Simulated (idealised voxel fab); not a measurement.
The following process module bears the name voxel capacitor over wiring.
Each square cell in cross-section cut measures 5 nm, and the section as a whole is 200 nm wide.
Cross-section, as written here: a square-cell grid given band by band from the top down, where a band holds one or more rows of cells. This entry defines a band. It first specifies the height of the band's top and the height of its bottom in nm, and then specifies the band's materials from left to right, stating each material with its width in nm. The word "edge to edge" identifies a single material that fills the band from edge to edge, while the word "blank" identifies empty space. Beneath 0, the wafer as received is one material, and that level is where height counting begins. The lowest band goes on downward without a bottom; it is written like "0 down". The expression "30->40" gives the width at the extremes of the band, the first number at its top row of cells and the second at its bottom row, with the width changing by equal amounts from each row to the next in between. "nothing was modified" (step): cross-section cells unchanged, all of them. In "Trapped cavities" the enclosed voids are listed, meaning empty spaces of 8 cells or larger without any opening to the top. The form is width x height at distance, distance from the left edge, units nm. On a step's line, text after the settings is the simulator commenting on that step. overlay nm: right-of-plan distance of the mask on a masked step; negative values mean left-of-plan.

[Set out below are the planned steps of the process]
- 1: RECEIVE with material Si
- 2: CONFORMAL_DEP with material SiO2, thk nm 15
- 3: DIRECTIONAL_DEP with material TiN, thk nm 5
- 4: DIRECTIONAL_DEP with material W, thk nm 20
- 5: PATTERN with tone cover, mask id METAL_1, material resist, width nm 20, pitch nm 80, thk nm 15, overlay nm 0
- 6: DIRECTIONAL_ETCH with etch materials W, depth nm 20
- 7: DIRECTIONAL_ETCH with etch materials TiN, depth nm 5
- 8: STRIP with etch materials resist
- 9: CONFORMAL_DEP with material SiN, thk nm 5
- 10: FILL_DEP with material lowk, thk nm 10
- 11: CMP with height nm 40
- 12: CONFORMAL_DEP with material SiCN, thk nm 5
- 13: DIRECTIONAL_DEP with material SiO2, thk nm 20
- 14: MASKED_ETCH with tone open, mask id PLUG_1, width nm 15, etch materials SiO2, depth nm 20, overlay nm 0
- 15: MASKED_ETCH with tone open, mask id PLUG_1, width nm 15, etch materials SiCN, depth nm 5, overlay nm 0
- 16: CONFORMAL_DEP with material TiN, thk nm 5
- 17: FILL_DEP with material W, thk nm 10
- 18: CMP with height nm 65
- 19: DIRECTIONAL_DEP with material TiN, thk nm 5
- 20: DIRECTIONAL_DEP with material Al2O3, thk nm 5
- 21: DIRECTIONAL_DEP with material TiN, thk nm 10
- 22: MASKED_ETCH with tone cover, mask id UPPER_PLATE, width nm 65, etch materials TiN, depth nm 10, overlay nm 0
- 23: MASKED_ETCH with tone cover, mask id UPPER_PLATE, width nm 65, etch materials Al2O3, depth nm 5, overlay nm 0
- 24: DIRECTIONAL_DEP with material aC, thk nm 15
- 25: PATTERN with tone cover, mask id LOWER_PLATE, material resist, width nm 75, thk nm 35, overlay nm 0
- 26: DIRECTIONAL_ETCH with etch materials aC, depth nm 15
- 27: STRIP with etch materials resist
- 28: DIRECTIONAL_ETCH with etch materials TiN, depth nm 5
- 29: STRIP with etch materials aC
- 30: FILL_DEP with material SiO2, thk nm 15
- 31: CMP with height nm 95
- 32: MASKED_ETCH with tone open, mask id PLUG_2, width nm 15, etch materials SiO2, depth nm 10, overlay nm 0
- 33: CONFORMAL_DEP with material TiN, thk nm 5
- 34: FILL_DEP with material W, thk nm 5
- 35: CMP with height nm 95
- 36: CONFORMAL_DEP with material SiN, thk nm 5

[Cross-section of the wafer at receipt, which is the condition after step 1]
	0 down = Si edge to edge
	Trapped cavities: none

[Look at the cross-section after the module: the wafer started out the way shown above and the plan was the one shown above, yet one mistake was made along the way]
	100 to 95 = SiN edge to edge
	95 to 90 = 65 nm SiO2, 5 nm TiN, 5 nm W, 5 nm TiN, 120 nm SiO2
	90 to 85 = 65 nm SiO2, 15 nm TiN, 120 nm SiO2
	85 to 75 = 55 nm SiO2, 65 nm TiN, 80 nm SiO2
	75 to 70 = 55 nm SiO2, 65 nm Al2O3, 80 nm SiO2
	70 to 65 = 50 nm SiO2, 75 nm TiN, 75 nm SiO2
	65 to 45 = 55 nm SiO2, 5 nm TiN, 5 nm W, 5 nm TiN, 130 nm SiO2
	45 to 40 = 55 nm SiCN, 15 nm TiN, 130 nm SiCN
	40 to 20 = Al2O3 edge to edge
	20 to 15 = TiN edge to edge
	15 to 0 = SiO2 edge to edge
	0 down = Si edge to edge
	Trapped cavities: none
Deviation from plan: in deviation from the planned setting, step 4 was conducted as DIRECTIONAL_DEP with material Al2O3, thk nm 20
